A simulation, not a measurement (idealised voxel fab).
Process module name: voxel ribs on slabs
Cross-section cut spans 285 nm and uses square cells 5 nm in size.
This document writes a cross-section as a grid whose cells are square, and gives it as bands, listed from the top down; one or more rows of cells form a band. Heads up on the band format: heights come first, top then bottom, in nm. After that it's the materials left to right, each with its width in nm. A single material flagged "full width" fills the whole band edge to edge, and "air" means there's empty space there. Heights are reckoned from 0. Under this level, the received wafer is all of one material. The bottommost band is open-ended downward, for example "0 -> down". The two numbers in a width such as "30->40" mark its ends across the band: the first belongs to the top row of cells, the second to the bottom row, and from each row to the next the width moves by the same amount. What does "changes: none" mean for a step? It means no cell of the cross-section changed in that step. Under "Fully enclosed voids" you'll find the enclosed gaps, the ones with no way out to the top, that are 8 cells or bigger; each reads width x height at distance, with distance counted from the left edge, everything in nm. Heads up: the bit after the settings on a step's line is the simulator's remark on that step. The line of a step may include "overlay nm". On a step with a mask, this value is how far to the right of its planned place the mask lay. A negative value means the mask lay to the left.

The steps planned for the process are as follows:
- 1: RECEIVE | material Si
- 2: DIRECTIONAL_DEP | material SiO2 | thk nm 30
- 3: DIRECTIONAL_DEP | material SiN | thk nm 20
- 4: MASKED_ETCH | tone cover | mask id RIB | width nm 25 | etch materials SiN | depth nm 15 | overlay nm 0
- 5: PATTERN | tone cover | mask id SLAB | material resist | width nm 65 | thk nm 15 | overlay nm 0
- 6: DIRECTIONAL_ETCH | etch materials SiN | depth nm 5
- 7: STRIP | etch materials resist
- 8: FILL_DEP | material SiO2 | thk nm 25
- 9: CMP | height nm 70
- 10: DIRECTIONAL_DEP | material TiN | thk nm 10
- 11: DIRECTIONAL_DEP | material aC | thk nm 15
- 12: PATTERN | tone cover | mask id HEATER | material resist | width nm 35 | thk nm 35 | overlay nm 0
- 13: DIRECTIONAL_ETCH | etch materials aC | depth nm 15
- 14: STRIP | etch materials resist
- 15: DIRECTIONAL_ETCH | etch materials TiN | depth nm 10
- 16: STRIP | etch materials aC
- 17: CONFORMAL_DEP | material SiO2 | thk nm 5

As received, after step 1:
	0 -> down | Si full width
	Fully enclosed voids: none

A wafer at the end: this start, this plan, one mistake:
	85 -> 80 | air (120)  SiO2 (45)  air (120)
	80 -> 75 | SiO2 (125)  TiN (35)  SiO2 (125)
	75 -> 70 | TiN full width
	70 -> 50 | SiO2 full width
	50 -> 35 | SiO2 (130)  SiN (25)  SiO2 (130)
	35 -> 30 | SiO2 (110)  SiN (65)  SiO2 (110)
	30 -> 0 | SiO2 full width
	0 -> down | Si full width
	Fully enclosed voids: none
Diagnosis: not per plan at step 15, really ran DIRECTIONAL_ETCH | etch materials TiN | depth nm 5
